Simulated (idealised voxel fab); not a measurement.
This is a process module. Its name is voxel wiring stack.
FYI the section here is cut, 235 nm wide, cells are 5 nm squares.
For the purposes of this document, a cross-section shall be understood as a grid of square cells, specified as bands listed in top-to-bottom order, each band consisting of one or more rows of cells.
This entry defines a band. It first specifies the height of the band's top and the height of its bottom in nm, and then specifies the band's materials from left to right, stating each material with its width in nm. The word "all across" identifies a single material that fills the band from edge to edge, while the word "blank" identifies empty space.
Basically, 0 is our baseline, since under it the wafer straight out of the box is all one material. The bottom band has no lower end and keeps on going down, so it looks like "0 nm and below".
Width spec "30..40" -> top row of cells at first value, bottom row at second value, equal per-row change in between.
Key: "nothing changed" - step with no changed cell in the cross-section.
Empty spaces counting at least 8 cells and having no open way to the top are listed in "Enclosed void listing". The notation width x height at distance is used for each, the distance being from the left edge and all three values in nm.
Whatever follows a step's settings on its line is a remark the simulator itself makes about that step.
The "overlay nm" setting may appear on a step's line; for a step that uses a mask, it gives how far to the right of its planned position the mask lay, and a negative value indicates the left.

Steps planned for the process
step 1: RECEIVE with material Si
step 2: CONFORMAL_DEP with material SiO2, thk nm 15
step 3: CONFORMAL_DEP with material SiCN, thk nm 5
step 4: DIRECTIONAL_DEP with material SiO2, thk nm 20
step 5: PATTERN with tone open, mask id METAL_1, material resist, width nm 20, pitch nm 40, thk nm 20, overlay nm 0
step 6: DIRECTIONAL_ETCH with etch materials SiO2, depth nm 20
step 7: DIRECTIONAL_ETCH with etch materials SiCN, depth nm 5
step 8: STRIP with etch materials resist
step 9: CONFORMAL_DEP with material TiN, thk nm 5
step 10: FILL_DEP with material Ru, thk nm 10
step 11: CMP with height nm 40
step 12: EPI with material Ru, thk nm 5
step 13: FILL_DEP with material SiCN, thk nm 5
step 14: DIRECTIONAL_DEP with material lowk, thk nm 35
step 15: DIRECTIONAL_DEP with material aC, thk nm 10
step 16: PATTERN with tone open, mask id METAL_2, material resist, width nm 20, pitch nm 40, thk nm 25, overlay nm 0
step 17: DIRECTIONAL_ETCH with etch materials aC, depth nm 10
step 18: STRIP with etch materials resist
step 19: DIRECTIONAL_ETCH with etch materials lowk, depth nm 20
step 20: STRIP with etch materials aC
step 21: PATTERN with tone open, mask id METAL_2_HOLES, material resist, width nm 15, pitch nm 80, thk nm 20, overlay nm 0
step 22: DIRECTIONAL_ETCH with etch materials lowk, depth nm 15
step 23: DIRECTIONAL_ETCH with etch materials SiCN, depth nm 5
step 24: STRIP with etch materials resist
step 25: CONFORMAL_DEP with material TiN, thk nm 5
step 26: FILL_DEP with material Cu, thk nm 5
step 27: CMP with height nm 85
step 28: CONFORMAL_DEP with material SiCN, thk nm 5
step 29: DIRECTIONAL_DEP with material lowk, thk nm 10
step 30: MASKED_ETCH with tone open, mask id PLUG_2, width nm 15, pitch nm 40, etch materials lowk, depth nm 10, overlay nm 0
step 31: MASKED_ETCH with tone open, mask id PLUG_2, width nm 15, pitch nm 40, etch materials SiCN, depth nm 5, overlay nm 0
step 32: CONFORMAL_DEP with material TiN, thk nm 5
step 33: FILL_DEP with material Ru, thk nm 10
step 34: CMP with height nm 100
step 35: DIRECTIONAL_DEP with material TiN, thk nm 5
step 36: DIRECTIONAL_DEP with material Ru, thk nm 15
step 37: MASKED_ETCH with tone cover, mask id METAL_3, width nm 20, pitch nm 40, etch materials Ru, depth nm 15, overlay nm 0
step 38: MASKED_ETCH with tone cover, mask id METAL_3, width nm 20, pitch nm 40, etch materials TiN, depth nm 5, overlay nm 0
step 39: FILL_DEP with material SiO2, thk nm 10
step 40: CMP with height nm 120
step 41: CONFORMAL_DEP with material SiCN, thk nm 5
step 42: DIRECTIONAL_DEP with material lowk, thk nm 10
step 43: DIRECTIONAL_DEP with material aC, thk nm 15
step 44: PATTERN with tone open, mask id PLUG_3, material resist, width nm 15, pitch nm 80, thk nm 35, overlay nm 0
step 45: DIRECTIONAL_ETCH with etch materials aC, depth nm 15
step 46: STRIP with etch materials resist
step 47: DIRECTIONAL_ETCH with etch materials lowk, depth nm 10
step 48: DIRECTIONAL_ETCH with etch materials SiCN, depth nm 5
step 49: STRIP with etch materials aC
step 50: CONFORMAL_DEP with material TiN, thk nm 5
step 51: FILL_DEP with material Ru, thk nm 10
step 52: CMP with height nm 135
step 53: CONFORMAL_DEP with material SiCN, thk nm 5
step 54: DIRECTIONAL_DEP with material SiO2, thk nm 15
step 55: PATTERN with tone open, mask id METAL_4, material resist, width nm 20, pitch nm 40, thk nm 15, overlay nm 0
step 56: DIRECTIONAL_ETCH with etch materials SiO2, depth nm 15
step 57: DIRECTIONAL_ETCH with etch materials SiCN, depth nm 5
step 58: STRIP with etch materials resist
step 59: CONFORMAL_DEP with material TiN, thk nm 5
step 60: FILL_DEP with material Cu, thk nm 5
step 61: CMP with height nm 155
step 62: CONFORMAL_DEP with material SiN, thk nm 5

Incoming wafer in cross-section (state: after step 1)
  0 nm and below: Si all across
  Enclosed void listing: none

The first of two wafers, cross-sectioned at the end of the module, with the run proceeding as planned
  160 nm to 155 nm: SiN all across
  155 nm to 140 nm: SiO2 45 | TiN 5 | Cu 10 | TiN 5 | SiO2 20 | TiN 5 | Cu 10 | TiN 5 | SiO2 20 | TiN 5 | Cu 10 | TiN 5 | SiO2 20 | TiN 5 | Cu 10 | TiN 5 | SiO2 50
  140 nm to 135 nm: SiCN 45 | TiN 20 | SiCN 20 | TiN 20 | SiCN 20 | TiN 20 | SiCN 20 | TiN 20 | SiCN 50
  135 nm to 125 nm: lowk 45 | TiN 5 | Ru 5 | TiN 5 | lowk 65 | TiN 5 | Ru 5 | TiN 5 | lowk 95
  125 nm to 120 nm: SiCN 45 | TiN 15 | SiCN 65 | TiN 15 | SiCN 95
  120 nm to 105 nm: SiO2 45 | Ru 20 | SiO2 20 | Ru 20 | SiO2 20 | Ru 20 | SiO2 20 | Ru 20 | SiO2 50
  105 nm to 100 nm: SiO2 45 | TiN 20 | SiO2 20 | TiN 20 | SiO2 20 | TiN 20 | SiO2 20 | TiN 20 | SiO2 50
  100 nm to 90 nm: lowk 45 | TiN 5 | Ru 5 | TiN 5 | lowk 25 | TiN 5 | Ru 5 | TiN 5 | lowk 25 | TiN 5 | Ru 5 | TiN 5 | lowk 25 | TiN 5 | Ru 5 | TiN 5 | lowk 55
  90 nm to 85 nm: SiCN 45 | TiN 15 | SiCN 25 | TiN 15 | SiCN 25 | TiN 15 | SiCN 25 | TiN 15 | SiCN 55
  85 nm to 70 nm: lowk 45 | TiN 5 | Cu 10 | TiN 5 | lowk 20 | TiN 5 | Cu 10 | TiN 5 | lowk 20 | TiN 5 | Cu 10 | TiN 5 | lowk 20 | TiN 5 | Cu 10 | TiN 5 | lowk 50
  70 nm to 65 nm: lowk 45 | TiN 5 | Cu 5 | TiN 10 | lowk 20 | TiN 20 | lowk 20 | TiN 5 | Cu 5 | TiN 10 | lowk 20 | TiN 20 | lowk 50
  65 nm to 50 nm: lowk 45 | TiN 5 | Cu 5 | TiN 5 | lowk 65 | TiN 5 | Cu 5 | TiN 5 | lowk 95
  50 nm to 45 nm: SiCN 45 | TiN 15 | SiCN 65 | TiN 15 | SiCN 95
  45 nm to 40 nm: SiCN 40 | Ru 30 | SiCN 10 | Ru 30 | SiCN 10 | Ru 30 | SiCN 10 | Ru 30 | SiCN 45
  40 nm to 20 nm: SiO2 45 | TiN 5 | Ru 10 | TiN 5 | SiO2 20 | TiN 5 | Ru 10 | TiN 5 | SiO2 20 | TiN 5 | Ru 10 | TiN 5 | SiO2 20 | TiN 5 | Ru 10 | TiN 5 | SiO2 50
  20 nm to 15 nm: SiCN 45 | TiN 20 | SiCN 20 | TiN 20 | SiCN 20 | TiN 20 | SiCN 20 | TiN 20 | SiCN 50
  15 nm to 0 nm: SiO2 all across
  0 nm and below: Si all across
  Enclosed void listing: none

Cross-section, wafer two of two, end of module: same start and plan as wafer one, one error in execution
  160 nm to 155 nm: SiN all across
  155 nm to 140 nm: SiO2 45 | TiN 5 | Cu 10 | TiN 5 | SiO2 20 | TiN 5 | Cu 10 | TiN 5 | SiO2 20 | TiN 5 | Cu 10 | TiN 5 | SiO2 20 | TiN 5 | Cu 10 | TiN 5 | SiO2 50
  140 nm to 135 nm: SiCN 45 | TiN 20 | SiCN 20 | TiN 20 | SiCN 20 | TiN 20 | SiCN 20 | TiN 20 | SiCN 50
  135 nm to 125 nm: lowk 45 | TiN 5 | Ru 5 | TiN 5 | lowk 65 | TiN 5 | Ru 5 | TiN 5 | lowk 95
  125 nm to 120 nm: SiCN 45 | TiN 15 | SiCN 65 | TiN 15 | SiCN 95
  120 nm to 105 nm: SiO2 45 | Ru 20 | SiO2 20 | Ru 20 | SiO2 20 | Ru 20 | SiO2 20 | Ru 20 | SiO2 50
  105 nm to 100 nm: SiO2 45 | TiN 20 | SiO2 20 | TiN 20 | SiO2 20 | TiN 20 | SiO2 20 | TiN 20 | SiO2 50
  100 nm to 90 nm: lowk 45 | TiN 5 | Ru 5 | TiN 5 | lowk 25 | TiN 5 | Ru 5 | TiN 5 | lowk 25 | TiN 5 | Ru 5 | TiN 5 | lowk 25 | TiN 5 | Ru 5 | TiN 5 | lowk 55
  90 nm to 85 nm: SiCN 45 | TiN 15 | SiCN 25 | TiN 15 | SiCN 25 | TiN 15 | SiCN 25 | TiN 15 | SiCN 55
  85 nm to 80 nm: lowk 45 | TiN 5 | Cu 5 | TiN 10 | lowk 20 | TiN 20 | lowk 20 | TiN 5 | Cu 5 | TiN 10 | lowk 20 | TiN 20 | lowk 50
  80 nm to 65 nm: lowk 45 | TiN 5 | Cu 5 | TiN 5 | lowk 65 | TiN 5 | Cu 5 | TiN 5 | lowk 95
  65 nm to 60 nm: SiCN 45 | TiN 15 | SiCN 65 | TiN 15 | SiCN 95
  60 nm to 45 nm: Ru all across
  45 nm to 40 nm: TiN 50 | Ru 10 | TiN 30 | Ru 10 | TiN 30 | Ru 10 | TiN 30 | Ru 10 | TiN 55
  40 nm to 20 nm: SiO2 45 | TiN 5 | Ru 10 | TiN 5 | SiO2 20 | TiN 5 | Ru 10 | TiN 5 | SiO2 20 | TiN 5 | Ru 10 | TiN 5 | SiO2 20 | TiN 5 | Ru 10 | TiN 5 | SiO2 50
  20 nm to 15 nm: SiCN 45 | TiN 20 | SiCN 20 | TiN 20 | SiCN 20 | TiN 20 | SiCN 20 | TiN 20 | SiCN 50
  15 nm to 0 nm: SiO2 all across
  0 nm and below: Si all across
  Enclosed void listing: none
Heads up, the wafer didn't run the way we planned it: step 11 of the plan got skipped, so it never ran
Looking at both finished wafers in cells, the second ends up ahead of or behind the first on some materials: Cu -24, Ru +125, SiCN -23, TiN +15, lowk -93
